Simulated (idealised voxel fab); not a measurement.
The process module presented herein is designated voxel wiring stack.
This is section cut - it's 205 nm across, gridded in 5 nm square cells.
Square cells in a grid make up a cross-section in this document, and the grid is given as bands, listed from the top down, each one or more rows of cells. Heads up on the band format: heights come first, top then bottom, in nm. After that it's the materials left to right, each with its width in nm. A single material flagged "full width" fills the whole band edge to edge, and "air" means there's empty space there. Height reference: 0 = level under which incoming wafer is all one material. Lowest band: no bottom, runs on downward, e.g. "0 and below". The notation "30 to 40" denotes a width that varies across the rows of cells in the band, beginning at the first number in the top row, finishing at the second number in the bottom row, and changing by an identical amount from each row to the next. "stayed the same" means the step left every cell of the cross-section as it was. Listed in "Catalogued sealed voids": every empty space of 8 or more cells without an open way to the top. Form: width x height at distance, the distance being from the left edge, all in nm. Anything after a step's settings on that line? It's the simulator's own note about the step. "overlay nm" on a masked step: distance the mask lay right of its planned place, negative for left.
# plan
step 1: op RECEIVE | material Si
step 2: op CONFORMAL_DEP | material SiO2 | thk nm 10
step 3: op CONFORMAL_DEP | material SiCN | thk nm 5
step 4: op DIRECTIONAL_DEP | material lowk | thk nm 25
step 5: op DIRECTIONAL_DEP | material aC | thk nm 15
step 6: op PATTERN | tone open | mask id METAL_1 | material resist | width nm 20 | pitch nm 45 | thk nm 35 | overlay nm 0
step 7: op DIRECTIONAL_ETCH | etch materials aC | depth nm 15
step 8: op STRIP | etch materials resist
step 9: op DIRECTIONAL_ETCH | etch materials lowk | depth nm 25
step 10: op DIRECTIONAL_ETCH | etch materials SiCN | depth nm 5
step 11: op STRIP | etch materials aC
step 12: op CONFORMAL_DEP | material TiN | thk nm 5
step 13: op FILL_DEP | material Ru | thk nm 5
step 14: op CMP | height nm 40
step 15: op CONFORMAL_DEP | material SiCN | thk nm 5
step 16: op DIRECTIONAL_DEP | material lowk | thk nm 15
step 17: op DIRECTIONAL_DEP | material aC | thk nm 10
step 18: op PATTERN | tone open | mask id PLUG_1 | material resist | width nm 15 | thk nm 25 | overlay nm 0
step 19: op DIRECTIONAL_ETCH | etch materials aC | depth nm 10
step 20: op STRIP | etch materials resist
step 21: op DIRECTIONAL_ETCH | etch materials lowk | depth nm 15
step 22: op DIRECTIONAL_ETCH | etch materials SiCN | depth nm 5
step 23: op STRIP | etch materials aC
step 24: op CONFORMAL_DEP | material TiN | thk nm 5
step 25: op FILL_DEP | material Ru | thk nm 10
step 26: op CMP | height nm 60
step 27: op DIRECTIONAL_DEP | material TiN | thk nm 5
step 28: op DIRECTIONAL_DEP | material Ru | thk nm 20
step 29: op DIRECTIONAL_DEP | material aC | thk nm 10
step 30: op PATTERN | tone cover | mask id METAL_2 | material resist | width nm 20 | pitch nm 45 | thk nm 25 | overlay nm 0
step 31: op DIRECTIONAL_ETCH | etch materials aC | depth nm 10
step 32: op STRIP | etch materials resist
step 33: op DIRECTIONAL_ETCH | etch materials Ru | depth nm 20
step 34: op DIRECTIONAL_ETCH | etch materials TiN | depth nm 5
step 35: op STRIP | etch materials aC
step 36: op CONFORMAL_DEP | material SiCN | thk nm 5
step 37: op FILL_DEP | material lowk | thk nm 5
step 38: op CMP | height nm 85
step 39: op CONFORMAL_DEP | material SiCN | thk nm 5
step 40: op DIRECTIONAL_DEP | material lowk | thk nm 10
step 41: op PATTERN | tone open | mask id PLUG_2 | material resist | width nm 15 | pitch nm 45 | thk nm 15 | overlay nm 0
step 42: op DIRECTIONAL_ETCH | etch materials lowk | depth nm 10
step 43: op DIRECTIONAL_ETCH | etch materials SiCN | depth nm 5
step 44: op STRIP | etch materials resist
step 45: op CONFORMAL_DEP | material TiN | thk nm 5
step 46: op FILL_DEP | material Cu | thk nm 5
step 47: op CMP | height nm 100
step 48: op DIRECTIONAL_DEP | material TiN | thk nm 5
step 49: op DIRECTIONAL_DEP | material Ru | thk nm 15
step 50: op DIRECTIONAL_DEP | material aC | thk nm 15
step 51: op PATTERN | tone cover | mask id METAL_3 | material resist | width nm 20 | pitch nm 45 | thk nm 30 | overlay nm 0
step 52: op DIRECTIONAL_ETCH | etch materials aC | depth nm 15
step 53: op STRIP | etch materials resist
step 54: op DIRECTIONAL_ETCH | etch materials Ru | depth nm 15
step 55: op DIRECTIONAL_ETCH | etch materials TiN | depth nm 5
step 56: op STRIP | etch materials aC
step 57: op FILL_DEP | material lowk | thk nm 5
step 58: op CMP | height nm 120
step 59: op CONFORMAL_DEP | material SiN | thk nm 5
# Run as planned: first of two wafers
# as received, after step 1
  0 and below: Si full width
  Catalogued sealed voids: none
# Cross-sectional representation of the wafer at the conclusion of step 2
  10 down to 0: SiO2 full width
  Lower than 0, everything is as it was.
# Cross-sectional representation of the wafer at the conclusion of step 3
  15 down to 10: SiCN full width
  Lower than 10, everything is as it was.
# Cross-sectional representation of the wafer at the conclusion of step 4
  40 down to 15: lowk full width
  Lower than 15, everything is as it was.
# Cross-sectional representation of the wafer at the conclusion of step 5
  55 down to 40: aC full width
  Lower than 40, everything is as it was.
# Cross-sectional representation of the wafer at the conclusion of step 6
  90 down to 55: resist=70 / air=20 / resist=25 / air=20 / resist=70
  Lower than 55, everything is as it was.
# Cross-sectional representation of the wafer at the conclusion of step 7
  75 down to 55: resist=70 / air=20 / resist=25 / air=20 / resist=70
  55 down to 40: aC=70 / air=20 / aC=25 / air=20 / aC=70
  Lower than 40, everything is as it was.
# Cross-sectional representation of the wafer at the conclusion of step 8
  55 down to 40: aC=70 / air=20 / aC=25 / air=20 / aC=70
  Lower than 40, everything is as it was.
# Cross-sectional representation of the wafer at the conclusion of step 9
  55 down to 40: aC=70 / air=20 / aC=25 / air=20 / aC=70
  40 down to 15: lowk=70 / air=20 / lowk=25 / air=20 / lowk=70
  Lower than 15, everything is as it was.
# Cross-sectional representation of the wafer at the conclusion of step 10
  55 down to 40: aC=70 / air=20 / aC=25 / air=20 / aC=70
  40 down to 15: lowk=70 / air=20 / lowk=25 / air=20 / lowk=70
  15 down to 10: SiCN=70 / air=20 / SiCN=25 / air=20 / SiCN=70
  Lower than 10, everything is as it was.
# Cross-sectional representation of the wafer at the conclusion of step 11
  40 down to 15: lowk=70 / air=20 / lowk=25 / air=20 / lowk=70
  Lower than 15, everything is as it was.
# Cross-sectional representation of the wafer at the conclusion of step 12
  45 down to 40: TiN=75 / air=10 / TiN=35 / air=10 / TiN=75
  40 down to 15: lowk=70 / TiN=5 / air=10 / TiN=5 / lowk=25 / TiN=5 / air=10 / TiN=5 / lowk=70
  15 down to 10: SiCN=70 / TiN=20 / SiCN=25 / TiN=20 / SiCN=70
  Lower than 10, everything is as it was.
# Cross-sectional representation of the wafer at the conclusion of step 13
  50 down to 45: Ru full width
  45 down to 40: TiN=75 / Ru=10 / TiN=35 / Ru=10 / TiN=75
  40 down to 15: lowk=70 / TiN=5 / Ru=10 / TiN=5 / lowk=25 / TiN=5 / Ru=10 / TiN=5 / lowk=70
  Lower than 15, everything is as it was.
# Cross-sectional representation of the wafer at the conclusion of step 14
  40 down to 15: lowk=70 / TiN=5 / Ru=10 / TiN=5 / lowk=25 / TiN=5 / Ru=10 / TiN=5 / lowk=70
  Lower than 15, everything is as it was.
# Cross-sectional representation of the wafer at the conclusion of step 15
  45 down to 40: SiCN full width
  Lower than 40, everything is as it was.
# Cross-sectional representation of the wafer at the conclusion of step 16
  60 down to 45: lowk full width
  Lower than 45, everything is as it was.
# Cross-sectional representation of the wafer at the conclusion of step 17
  70 down to 60: aC full width
  Lower than 60, everything is as it was.
# Cross-sectional representation of the wafer at the conclusion of step 18
  95 down to 70: resist=70 / air=15 / resist=120
  Lower than 70, everything is as it was.
# Cross-sectional representation of the wafer at the conclusion of step 19
  85 down to 70: resist=70 / air=15 / resist=120
  70 down to 60: aC=70 / air=15 / aC=120
  Lower than 60, everything is as it was.
# Cross-sectional representation of the wafer at the conclusion of step 20
  70 down to 60: aC=70 / air=15 / aC=120
  Lower than 60, everything is as it was.
# Cross-sectional representation of the wafer at the conclusion of step 21
  70 down to 60: aC=70 / air=15 / aC=120
  60 down to 45: lowk=70 / air=15 / lowk=120
  Lower than 45, everything is as it was.
# Cross-sectional representation of the wafer at the conclusion of step 22
  70 down to 60: aC=70 / air=15 / aC=120
  60 down to 45: lowk=70 / air=15 / lowk=120
  45 down to 40: SiCN=70 / air=15 / SiCN=120
  Lower than 40, everything is as it was.
# Cross-sectional representation of the wafer at the conclusion of step 23
  60 down to 45: lowk=70 / air=15 / lowk=120
  Lower than 45, everything is as it was.
# Cross-sectional representation of the wafer at the conclusion of step 24
  65 down to 60: TiN=75 / air=5 / TiN=125
  60 down to 45: lowk=70 / TiN=5 / air=5 / TiN=5 / lowk=120
  45 down to 40: SiCN=70 / TiN=15 / SiCN=120
  Lower than 40, everything is as it was.
# Cross-sectional representation of the wafer at the conclusion of step 25
  75 down to 65: Ru full width
  65 down to 60: TiN=75 / Ru=5 / TiN=125
  60 down to 45: lowk=70 / TiN=5 / Ru=5 / TiN=5 / lowk=120
  Lower than 45, everything is as it was.
# Cross-sectional representation of the wafer at the conclusion of step 26
  60 down to 45: lowk=70 / TiN=5 / Ru=5 / TiN=5 / lowk=120
  Lower than 45, everything is as it was.
# Cross-sectional representation of the wafer at the conclusion of step 27
  65 down to 60: TiN full width
  Lower than 60, everything is as it was.
# Cross-sectional representation of the wafer at the conclusion of step 28
  85 down to 65: Ru full width
  Lower than 65, everything is as it was.
# Cross-sectional representation of the wafer at the conclusion of step 29
  95 down to 85: aC full width
  Lower than 85, everything is as it was.
# Cross-sectional representation of the wafer at the conclusion of step 30
  120 down to 95: air=70 / resist=20 / air=25 / resist=20 / air=70
  Lower than 95, everything is as it was.
# Cross-sectional representation of the wafer at the conclusion of step 31
  110 down to 95: air=70 / resist=20 / air=25 / resist=20 / air=70
  95 down to 85: air=70 / aC=20 / air=25 / aC=20 / air=70
  Lower than 85, everything is as it was.
# Cross-sectional representation of the wafer at the conclusion of step 32
  95 down to 85: air=70 / aC=20 / air=25 / aC=20 / air=70
  Lower than 85, everything is as it was.
# Cross-sectional representation of the wafer at the conclusion of step 33
  95 down to 85: air=70 / aC=20 / air=25 / aC=20 / air=70
  85 down to 65: air=70 / Ru=20 / air=25 / Ru=20 / air=70
  Lower than 65, everything is as it was.
# Cross-sectional representation of the wafer at the conclusion of step 34
  95 down to 85: air=70 / aC=20 / air=25 / aC=20 / air=70
  85 down to 65: air=70 / Ru=20 / air=25 / Ru=20 / air=70
  65 down to 60: air=70 / TiN=20 / air=25 / TiN=20 / air=70
  Lower than 60, everything is as it was.
# Cross-sectional representation of the wafer at the conclusion of step 35
  85 down to 65: air=70 / Ru=20 / air=25 / Ru=20 / air=70
  Lower than 65, everything is as it was.
# Cross-sectional representation of the wafer at the conclusion of step 36
  90 down to 85: air=65 / SiCN=30 / air=15 / SiCN=30 / air=65
  85 down to 65: air=65 / SiCN=5 / Ru=20 / SiCN=5 / air=15 / SiCN=5 / Ru=20 / SiCN=5 / air=65
  65 down to 60: SiCN=70 / TiN=20 / SiCN=25 / TiN=20 / SiCN=70
  Lower than 60, everything is as it was.
# Cross-sectional representation of the wafer at the conclusion of step 37
  95 down to 90: lowk full width
  90 down to 85: lowk=65 / SiCN=30 / lowk=15 / SiCN=30 / lowk=65
  85 down to 65: lowk=65 / SiCN=5 / Ru=20 / SiCN=5 / lowk=15 / SiCN=5 / Ru=20 / SiCN=5 / lowk=65
  Lower than 65, everything is as it was.
# Cross-sectional representation of the wafer at the conclusion of step 38
  85 down to 65: lowk=65 / SiCN=5 / Ru=20 / SiCN=5 / lowk=15 / SiCN=5 / Ru=20 / SiCN=5 / lowk=65
  Lower than 65, everything is as it was.
# Cross-sectional representation of the wafer at the conclusion of step 39
  90 down to 85: SiCN full width
  Lower than 85, everything is as it was.
# Cross-sectional representation of the wafer at the conclusion of step 40
  100 down to 90: lowk full width
  Lower than 90, everything is as it was.
# Cross-sectional representation of the wafer at the conclusion of step 41
  115 down to 100: resist=70 / air=15 / resist=30 / air=15 / resist=75
  Lower than 100, everything is as it was.
# Cross-sectional representation of the wafer at the conclusion of step 42
  115 down to 100: resist=70 / air=15 / resist=30 / air=15 / resist=75
  100 down to 90: lowk=70 / air=15 / lowk=30 / air=15 / lowk=75
  Lower than 90, everything is as it was.
# Cross-sectional representation of the wafer at the conclusion of step 43
  115 down to 100: resist=70 / air=15 / resist=30 / air=15 / resist=75
  100 down to 90: lowk=70 / air=15 / lowk=30 / air=15 / lowk=75
  90 down to 85: SiCN=70 / air=15 / SiCN=30 / air=15 / SiCN=75
  Lower than 85, everything is as it was.
# Cross-sectional representation of the wafer at the conclusion of step 44
  100 down to 90: lowk=70 / air=15 / lowk=30 / air=15 / lowk=75
  Lower than 90, everything is as it was.
# Cross-sectional representation of the wafer at the conclusion of step 45
  105 down to 100: TiN=75 / air=5 / TiN=40 / air=5 / TiN=80
  100 down to 90: lowk=70 / TiN=5 / air=5 / TiN=5 / lowk=30 / TiN=5 / air=5 / TiN=5 / lowk=75
  90 down to 85: SiCN=70 / TiN=15 / SiCN=30 / TiN=15 / SiCN=75
  Lower than 85, everything is as it was.
# Cross-sectional representation of the wafer at the conclusion of step 46
  110 down to 105: Cu full width
  105 down to 100: TiN=75 / Cu=5 / TiN=40 / Cu=5 / TiN=80
  100 down to 90: lowk=70 / TiN=5 / Cu=5 / TiN=5 / lowk=30 / TiN=5 / Cu=5 / TiN=5 / lowk=75
  Lower than 90, everything is as it was.
# Cross-sectional representation of the wafer at the conclusion of step 47
  100 down to 90: lowk=70 / TiN=5 / Cu=5 / TiN=5 / lowk=30 / TiN=5 / Cu=5 / TiN=5 / lowk=75
  Lower than 90, everything is as it was.
# Cross-sectional representation of the wafer at the conclusion of step 48
  105 down to 100: TiN full width
  Lower than 100, everything is as it was.
# Cross-sectional representation of the wafer at the conclusion of step 49
  120 down to 105: Ru full width
  Lower than 105, everything is as it was.
# Cross-sectional representation of the wafer at the conclusion of step 50
  135 down to 120: aC full width
  Lower than 120, everything is as it was.
# Cross-sectional representation of the wafer at the conclusion of step 51
  165 down to 135: air=70 / resist=20 / air=25 / resist=20 / air=70
  Lower than 135, everything is as it was.
# Cross-sectional representation of the wafer at the conclusion of step 52
  150 down to 135: air=70 / resist=20 / air=25 / resist=20 / air=70
  135 down to 120: air=70 / aC=20 / air=25 / aC=20 / air=70
  Lower than 120, everything is as it was.
# Cross-sectional representation of the wafer at the conclusion of step 53
  135 down to 120: air=70 / aC=20 / air=25 / aC=20 / air=70
  Lower than 120, everything is as it was.
# Cross-sectional representation of the wafer at the conclusion of step 54
  135 down to 120: air=70 / aC=20 / air=25 / aC=20 / air=70
  120 down to 105: air=70 / Ru=20 / air=25 / Ru=20 / air=70
  Lower than 105, everything is as it was.
# Cross-sectional representation of the wafer at the conclusion of step 55
  135 down to 120: air=70 / aC=20 / air=25 / aC=20 / air=70
  120 down to 105: air=70 / Ru=20 / air=25 / Ru=20 / air=70
  105 down to 100: air=70 / TiN=20 / air=25 / TiN=20 / air=70
  Lower than 100, everything is as it was.
# Cross-sectional representation of the wafer at the conclusion of step 56
  120 down to 105: air=70 / Ru=20 / air=25 / Ru=20 / air=70
  Lower than 105, everything is as it was.
# Cross-sectional representation of the wafer at the conclusion of step 57
  125 down to 120: lowk full width
  120 down to 105: lowk=70 / Ru=20 / lowk=25 / Ru=20 / lowk=70
  105 down to 100: lowk=70 / TiN=20 / lowk=25 / TiN=20 / lowk=70
  Lower than 100, everything is as it was.
# Cross-sectional representation of the wafer at the conclusion of step 58
  120 down to 105: lowk=70 / Ru=20 / lowk=25 / Ru=20 / lowk=70
  Lower than 105, everything is as it was.
# Cross-sectional representation of the wafer at the conclusion of step 59
  125 down to 120: SiN full width
  Lower than 120, everything is as it was.
# Second of two: same start, same plan, one run error; steps up to and including 29 match the first
# Planned end of step 30: second wafer, cross-section
  120 down to 95: resist=70 / air=20 / resist=25 / air=20 / resist=70
  Lower than 95, everything is as it was.
# Planned end of step 31: second wafer, cross-section
  110 down to 95: resist=70 / air=20 / resist=25 / air=20 / resist=70
  95 down to 85: aC=70 / air=20 / aC=25 / air=20 / aC=70
  Lower than 85, everything is as it was.
# Planned end of step 32: second wafer, cross-section
  95 down to 85: aC=70 / air=20 / aC=25 / air=20 / aC=70
  Lower than 85, everything is as it was.
# Planned end of step 33: second wafer, cross-section
  95 down to 85: aC=70 / air=20 / aC=25 / air=20 / aC=70
  85 down to 65: Ru=70 / air=20 / Ru=25 / air=20 / Ru=70
  Lower than 65, everything is as it was.
# Planned end of step 34: second wafer, cross-section
  95 down to 85: aC=70 / air=20 / aC=25 / air=20 / aC=70
  85 down to 65: Ru=70 / air=20 / Ru=25 / air=20 / Ru=70
  65 down to 60: TiN=70 / air=20 / TiN=25 / air=20 / TiN=70
  Lower than 60, everything is as it was.
# Planned end of step 35: second wafer, cross-section
  85 down to 65: Ru=70 / air=20 / Ru=25 / air=20 / Ru=70
  Lower than 65, everything is as it was.
# Planned end of step 36: second wafer, cross-section
  90 down to 85: SiCN=75 / air=10 / SiCN=35 / air=10 / SiCN=75
  85 down to 65: Ru=70 / SiCN=5 / air=10 / SiCN=5 / Ru=25 / SiCN=5 / air=10 / SiCN=5 / Ru=70
  65 down to 60: TiN=70 / SiCN=20 / TiN=25 / SiCN=20 / TiN=70
  Lower than 60, everything is as it was.
# Planned end of step 37: second wafer, cross-section
  95 down to 90: lowk full width
  90 down to 85: SiCN=75 / lowk=10 / SiCN=35 / lowk=10 / SiCN=75
  85 down to 65: Ru=70 / SiCN=5 / lowk=10 / SiCN=5 / Ru=25 / SiCN=5 / lowk=10 / SiCN=5 / Ru=70
  Lower than 65, everything is as it was.
# Planned end of step 38: second wafer, cross-section
  85 down to 65: Ru=70 / SiCN=5 / lowk=10 / SiCN=5 / Ru=25 / SiCN=5 / lowk=10 / SiCN=5 / Ru=70
  Lower than 65, everything is as it was.
# Planned end of step 39: second wafer, cross-section
  90 down to 85: SiCN full width
  Lower than 85, everything is as it was.
# Planned end of step 40: second wafer, cross-section
  100 down to 90: lowk full width
  Lower than 90, everything is as it was.
# Planned end of step 41: second wafer, cross-section
  115 down to 100: resist=70 / air=15 / resist=30 / air=15 / resist=75
  Lower than 100, everything is as it was.
# Planned end of step 42: second wafer, cross-section
  115 down to 100: resist=70 / air=15 / resist=30 / air=15 / resist=75
  100 down to 90: lowk=70 / air=15 / lowk=30 / air=15 / lowk=75
  Lower than 90, everything is as it was.
# Planned end of step 43: second wafer, cross-section
  115 down to 100: resist=70 / air=15 / resist=30 / air=15 / resist=75
  100 down to 90: lowk=70 / air=15 / lowk=30 / air=15 / lowk=75
  90 down to 85: SiCN=70 / air=15 / SiCN=30 / air=15 / SiCN=75
  Lower than 85, everything is as it was.
# Planned end of step 44: second wafer, cross-section
  100 down to 90: lowk=70 / air=15 / lowk=30 / air=15 / lowk=75
  Lower than 90, everything is as it was.
# Planned end of step 45: second wafer, cross-section
  105 down to 100: TiN=75 / air=5 / TiN=40 / air=5 / TiN=80
  100 down to 90: lowk=70 / TiN=5 / air=5 / TiN=5 / lowk=30 / TiN=5 / air=5 / TiN=5 / lowk=75
  90 down to 85: SiCN=70 / TiN=15 / SiCN=30 / TiN=15 / SiCN=75
  Lower than 85, everything is as it was.
# Planned end of step 46: second wafer, cross-section
  110 down to 105: Cu full width
  105 down to 100: TiN=75 / Cu=5 / TiN=40 / Cu=5 / TiN=80
  100 down to 90: lowk=70 / TiN=5 / Cu=5 / TiN=5 / lowk=30 / TiN=5 / Cu=5 / TiN=5 / lowk=75
  Lower than 90, everything is as it was.
# Planned end of step 47: second wafer, cross-section
  100 down to 90: lowk=70 / TiN=5 / Cu=5 / TiN=5 / lowk=30 / TiN=5 / Cu=5 / TiN=5 / lowk=75
  Lower than 90, everything is as it was.
# Planned end of step 48: second wafer, cross-section
  105 down to 100: TiN full width
  Lower than 100, everything is as it was.
# Planned end of step 49: second wafer, cross-section
  120 down to 105: Ru full width
  Lower than 105, everything is as it was.
# Planned end of step 50: second wafer, cross-section
  135 down to 120: aC full width
  Lower than 120, everything is as it was.
# Planned end of step 51: second wafer, cross-section
  165 down to 135: air=70 / resist=20 / air=25 / resist=20 / air=70
  Lower than 135, everything is as it was.
# Planned end of step 52: second wafer, cross-section
  150 down to 135: air=70 / resist=20 / air=25 / resist=20 / air=70
  135 down to 120: air=70 / aC=20 / air=25 / aC=20 / air=70
  Lower than 120, everything is as it was.
# Planned end of step 53: second wafer, cross-section
  135 down to 120: air=70 / aC=20 / air=25 / aC=20 / air=70
  Lower than 120, everything is as it was.
# Planned end of step 54: second wafer, cross-section
  135 down to 120: air=70 / aC=20 / air=25 / aC=20 / air=70
  120 down to 105: air=70 / Ru=20 / air=25 / Ru=20 / air=70
  Lower than 105, everything is as it was.
# Planned end of step 55: second wafer, cross-section
  135 down to 120: air=70 / aC=20 / air=25 / aC=20 / air=70
  120 down to 105: air=70 / Ru=20 / air=25 / Ru=20 / air=70
  105 down to 100: air=70 / TiN=20 / air=25 / TiN=20 / air=70
  Lower than 100, everything is as it was.
# Planned end of step 56: second wafer, cross-section
  120 down to 105: air=70 / Ru=20 / air=25 / Ru=20 / air=70
  Lower than 105, everything is as it was.
# Planned end of step 57: second wafer, cross-section
  125 down to 120: lowk full width
  120 down to 105: lowk=70 / Ru=20 / lowk=25 / Ru=20 / lowk=70
  105 down to 100: lowk=70 / TiN=20 / lowk=25 / TiN=20 / lowk=70
  Lower than 100, everything is as it was.
# Planned end of step 58: second wafer, cross-section
  120 down to 105: lowk=70 / Ru=20 / lowk=25 / Ru=20 / lowk=70
  Lower than 105, everything is as it was.
# Planned end of step 59: second wafer, cross-section
  125 down to 120: SiN full width
  Lower than 120, everything is as it was.
Processing error: step 30 was processed under conditions differing from the plan, specifically as op PATTERN | tone open | mask id METAL_2 | material resist | width nm 20 | pitch nm 45 | thk nm 25 | overlay nm 0
Final wafer comparison in cells, second versus first, more or fewer per material: +100 Ru; -25 SiCN; +25 TiN; -100 lowk
